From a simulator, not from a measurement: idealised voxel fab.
Herein follows the process module entitled voxel capacitor over wiring.
Cross-section cut: width 245 nm, square cells of 5 nm.
Cross-section format: a grid of square cells, given as bands from top to bottom; each band is one or more rows of cells.
Heads up on the band format: heights come first, top then bottom, in nm. After that it's the materials left to right, each with its width in nm. A single material flagged "edge to edge" fills the whole band edge to edge, and "blank" means there's empty space there.
Heights are expressed relative to 0, this being the level below which the as-received wafer comprises one material exclusively. The lowest band is unbounded in the downward direction and is denoted as in "top 0, no bottom".
So if you see something like "30 to 40" for the width, read it as the top row of the band sitting at the first number and the bottom row at the second, with every row in between moving by the same amount as the last.
You'll sometimes find "no modifications" written for a step, and that's the way of saying that nowhere in the cross-section did a cell change during that step.
"Closed void catalog" means: voids of 8 cells or more that are shut off from the top with no open way through. Written width x height at distance, distance from the left edge, in nm.
Formally, on a step line, whatever follows the settings is a remark that the simulator itself makes on the step.
overlay nm: on a step with a mask, how far right of its planned place the mask lay; negative means left.
[plan]
1,RECEIVE with material Si
2,CONFORMAL_DEP with material SiO2, thk nm 15
3,CONFORMAL_DEP with material SiCN, thk nm 5
4,DIRECTIONAL_DEP with material lowk, thk nm 25
5,DIRECTIONAL_DEP with material aC, thk nm 15
6,PATTERN with tone open, mask id METAL_1, material resist, width nm 20, pitch nm 90, thk nm 35, overlay nm 0
7,DIRECTIONAL_ETCH with etch materials aC, depth nm 15
8,STRIP with etch materials resist
9,DIRECTIONAL_ETCH with etch materials lowk, depth nm 25
10,DIRECTIONAL_ETCH with etch materials SiCN, depth nm 5
11,STRIP with etch materials aC
12,CONFORMAL_DEP with material TiN, thk nm 5
13,FILL_DEP with material Cu, thk nm 5
14,CMP with height nm 45
15,EPI with material Ru, thk nm 5
16,FILL_DEP with material SiCN, thk nm 5
17,DIRECTIONAL_DEP with material SiO2, thk nm 20
18,PATTERN with tone open, mask id PLUG_1, material resist, width nm 15, thk nm 20, overlay nm 0
19,DIRECTIONAL_ETCH with etch materials SiO2, depth nm 20
20,DIRECTIONAL_ETCH with etch materials SiCN, depth nm 5
21,STRIP with etch materials resist
22,EPI with material Ru, thk nm 10
23,EPI with material Ru, thk nm 10
24,EPI with material Ru, thk nm 5
25,DIRECTIONAL_DEP with material TiN, thk nm 5
26,DIRECTIONAL_DEP with material Al2O3, thk nm 5
27,DIRECTIONAL_DEP with material TiN, thk nm 5
28,MASKED_ETCH with tone cover, mask id UPPER_PLATE, width nm 75, etch materials TiN, depth nm 5, overlay nm 0
29,MASKED_ETCH with tone cover, mask id UPPER_PLATE, width nm 75, etch materials Al2O3, depth nm 5, overlay nm 0
30,DIRECTIONAL_DEP with material aC, thk nm 15
31,PATTERN with tone cover, mask id LOWER_PLATE, material resist, width nm 85, thk nm 30, overlay nm 0
32,DIRECTIONAL_ETCH with etch materials aC, depth nm 15
33,STRIP with etch materials resist
34,DIRECTIONAL_ETCH with etch materials TiN, depth nm 5
35,STRIP with etch materials aC
36,FILL_DEP with material SiO2, thk nm 20
37,CMP with height nm 105
38,DIRECTIONAL_DEP with material aC, thk nm 15
39,PATTERN with tone open, mask id PLUG_2, material resist, width nm 15, thk nm 35, overlay nm 0
40,DIRECTIONAL_ETCH with etch materials aC, depth nm 15
41,STRIP with etch materials resist
42,DIRECTIONAL_ETCH with etch materials SiO2, depth nm 15
43,STRIP with etch materials aC
44,CONFORMAL_DEP with material TiN, thk nm 5
45,FILL_DEP with material Cu, thk nm 10
46,CMP with height nm 105
47,CONFORMAL_DEP with material SiN, thk nm 5
[Step 1 complete: cross-section of the wafer as received]
    top 0, no bottom: Si edge to edge
    Closed void catalog: none
[Same starting wafer, same plan as above, one mistake in the execution; this is the cross-section at the end of the module]
    top 110, bottom 105: SiN edge to edge
    top 105, bottom 95: 80 of SiO2  5 of Al2O3  5 of Cu  5 of Al2O3  150 of SiO2
    top 95, bottom 90: 80 of SiO2  15 of Al2O3  150 of SiO2
    top 90, bottom 85: 70 of SiO2  75 of TiN  100 of SiO2
    top 85, bottom 80: 70 of SiO2  75 of Al2O3  100 of SiO2
    top 80, bottom 75: 65 of SiO2  85 of TiN  95 of SiO2
    top 75, bottom 55: 70 of SiO2  15 of Ru  160 of SiO2
    top 55, bottom 50: 70 of SiCN  15 of Ru  160 of SiCN
    top 50, bottom 45: 60 of SiCN  30 of Ru  60 of SiCN  30 of Ru  65 of SiCN
    top 45, bottom 20: 65 of lowk  5 of TiN  10 of Cu  5 of TiN  70 of lowk  5 of TiN  10 of Cu  5 of TiN  70 of lowk
    top 20, bottom 15: 65 of SiCN  20 of TiN  70 of SiCN  20 of TiN  70 of SiCN
    top 15, bottom 0: SiO2 edge to edge
    top 0, no bottom: Si edge to edge
    Closed void catalog: none
Which mistake was made when the wafer was run? step 44 deviated from plan and actually ran as CONFORMAL_DEP with material Al2O3, thk nm 5
